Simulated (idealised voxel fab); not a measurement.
This section sets out a process module, namely voxel transistor to metal.
The cross-section shown here is cut; it is 300 nm wide and divided into square cells measuring 5 nm on a side.
Throughout this document, each cross-section is represented as a grid of square cells and is presented as a sequence of bands enumerated from the top downward, where a band comprises one or more rows of cells. In this notation a band is specified by the heights of its top and bottom, in that order and in nm, after which its materials appear from left to right, each paired with its width in nm. The word "edge to edge" attached to a single material means that material fills the band from edge to edge; the word "blank" stands for empty space. Beneath 0, the wafer as received is one material, and that level is where height counting begins. The lowest band goes on downward without a bottom; it is written like "from 0 down". Width: "30 to 40" (first number = top row, second number = bottom row, same change from row to row of cells). For the purposes of this document, the phrase "same as before" attached to a step denotes that no cell within the cross-section was modified by that step. Each empty space that has no open way to the top and spans at least 8 cells appears under "Non-vented voids" as width x height at distance, the distance counted from the left edge, all in nm. Post-settings text on a step line: simulator's own remark regarding the step. Regarding "overlay nm": on a step with a mask, it is the distance the mask lay to the right of its planned place; a negative value places it to the left.

LIST OF PLANNED PROCESS STEPS
1: RECEIVE (material Si)
2: OXIDIZE (depth nm 5)
3: CONFORMAL_DEP (material SiN; thk nm 15)
4: PATTERN (tone cover; mask id ACTIVE; material resist; width nm 95; pitch nm 115; thk nm 20; overlay nm 0)
5: DIRECTIONAL_ETCH (etch materials SiN; depth nm 15)
6: DIRECTIONAL_ETCH (etch materials SiO2; depth nm 5)
7: DIRECTIONAL_ETCH (etch materials Si; depth nm 35)
8: STRIP (etch materials resist)
9: FILL_DEP (material SiO2; thk nm 15)
10: CMP (height nm 15)
11: SELECTIVE_ETCH (etch materials SiO2; depth nm 10)
12: STRIP (etch materials SiN)
13: SELECTIVE_ETCH (etch materials SiO2; depth nm 5)
14: OXIDIZE (depth nm 5)
15: DIRECTIONAL_DEP (material polySi; thk nm 20)
16: DIRECTIONAL_DEP (material SiCN; thk nm 10)
17: PATTERN (tone cover; mask id GATE; material resist; width nm 25; pitch nm 115; thk nm 15; overlay nm 0)
18: DIRECTIONAL_ETCH (etch materials SiCN; depth nm 20)
19: DIRECTIONAL_ETCH (etch materials polySi; depth nm 30)
20: STRIP (etch materials resist)
21: CONFORMAL_DEP (material SiN; thk nm 5)
22: DIRECTIONAL_ETCH (etch materials SiN; depth nm 5)
23: DIRECTIONAL_ETCH (etch materials SiO2; depth nm 5)
24: EPI (material SiGe; thk nm 5)
25: FILL_DEP (material SiO2; thk nm 10)
26: CMP (height nm 15)
27: STRIP (etch materials polySi)
28: SELECTIVE_ETCH (etch materials SiO2; depth nm 5)
29: CONFORMAL_DEP (material HfO2; thk nm 5)
30: CONFORMAL_DEP (material TiN; thk nm 5)
31: FILL_DEP (material W; thk nm 10)
32: CMP (height nm 10)
33: DIRECTIONAL_DEP (material SiO2; thk nm 10)
34: DIRECTIONAL_DEP (material aC; thk nm 10)
35: PATTERN (tone open; mask id CONTACT; material resist; width nm 15; thk nm 30; overlay nm 0)
36: DIRECTIONAL_ETCH (etch materials aC; depth nm 10)
37: STRIP (etch materials resist)
38: DIRECTIONAL_ETCH (etch materials SiO2; depth nm 25)
39: STRIP (etch materials aC)
40: CONFORMAL_DEP (material TiN; thk nm 5)
41: FILL_DEP (material Ru; thk nm 5)
42: CMP (height nm 20)
43: CONFORMAL_DEP (material SiN; thk nm 5)
44: DIRECTIONAL_DEP (material SiO2; thk nm 25)
45: MASKED_ETCH (tone open; mask id METAL_1; width nm 15; etch materials SiO2; depth nm 25; overlay nm 0)
46: MASKED_ETCH (tone open; mask id METAL_1; width nm 15; etch materials SiN; depth nm 5; overlay nm 0)
47: CONFORMAL_DEP (material TiN; thk nm 5)
48: FILL_DEP (material Ru; thk nm 10)
49: CMP (height nm 50)
50: CONFORMAL_DEP (material SiCN; thk nm 5)
51: DIRECTIONAL_DEP (material lowk; thk nm 30)
52: DIRECTIONAL_DEP (material aC; thk nm 10)
53: PATTERN (tone open; mask id METAL_2; material resist; width nm 15; pitch nm 115; thk nm 25; overlay nm -15)
54: DIRECTIONAL_ETCH (etch materials aC; depth nm 10)
55: STRIP (etch materials resist)
56: DIRECTIONAL_ETCH (etch materials lowk; depth nm 20)
57: STRIP (etch materials aC)
58: DIRECTIONAL_DEP (material aC; thk nm 15)
59: PATTERN (tone open; mask id METAL_2_HOLES; material resist; width nm 15; pitch nm 115; thk nm 30; overlay nm 0)
60: DIRECTIONAL_ETCH (etch materials aC; depth nm 15)
61: STRIP (etch materials resist)
62: DIRECTIONAL_ETCH (etch materials lowk; depth nm 10)
63: DIRECTIONAL_ETCH (etch materials SiCN; depth nm 5)
64: STRIP (etch materials aC)
65: CONFORMAL_DEP (material TiN; thk nm 5)
66: FILL_DEP (material Ru; thk nm 10)
67: CMP (height nm 85)
68: CONFORMAL_DEP (material SiN; thk nm 5)
Don't read the plan's overlay nm for step 53 as applying to every wafer: that's the first wafer's value, and the wafers differ in it, though they all start identical.

AS-RECEIVED STATE AFTER STEP 1, FIRST OF SEVERAL WAFERS, CROSS-SECTION
> from 0 down: Si edge to edge
> Non-vented voids: none

THE TABLE BELOW HAS ONE ROW FOR EACH WAFER; A ROW SHOWS, AS OF THE END OF THE MODULE, HOW MANY CELLS OF EACH MATERIAL THE WAFER HAS GAINED, MARKED (+), OR LOST, MARKED (-), SINCE IT WAS RECEIVED, AND THEN THE WAFER'S CLOSED VOIDS
overlay nm -15, +26 HfO2, +48 Ru, -252 Si, +60 SiCN, +24 SiGe, +124 SiN, +588 SiO2, +134 TiN, +4 W, +324 lowk, Non-vented voids: none
overlay nm -10, +26 HfO2, +46 Ru, -252 Si, +58 SiCN, +24 SiGe, +124 SiN, +588 SiO2, +138 TiN, +4 W, +324 lowk, Non-vented voids: none
overlay nm -5, +26 HfO2, +44 Ru, -252 Si, +56 SiCN, +24 SiGe, +124 SiN, +588 SiO2, +142 TiN, +4 W, +324 lowk, Non-vented voids: none
overlay nm 0, +26 HfO2, +48 Ru, -252 Si, +54 SiCN, +24 SiGe, +124 SiN, +588 SiO2, +140 TiN, +4 W, +324 lowk, Non-vented voids: none
overlay nm 5, +26 HfO2, +44 Ru, -252 Si, +56 SiCN, +24 SiGe, +124 SiN, +588 SiO2, +142 TiN, +4 W, +324 lowk, Non-vented voids: none
overlay nm 10, +26 HfO2, +46 Ru, -252 Si, +58 SiCN, +24 SiGe, +124 SiN, +588 SiO2, +138 TiN, +4 W, +324 lowk, Non-vented voids: none
overlay nm 15, +26 HfO2, +48 Ru, -252 Si, +60 SiCN, +24 SiGe, +124 SiN, +588 SiO2, +134 TiN, +4 W, +324 lowk, Non-vented voids: none
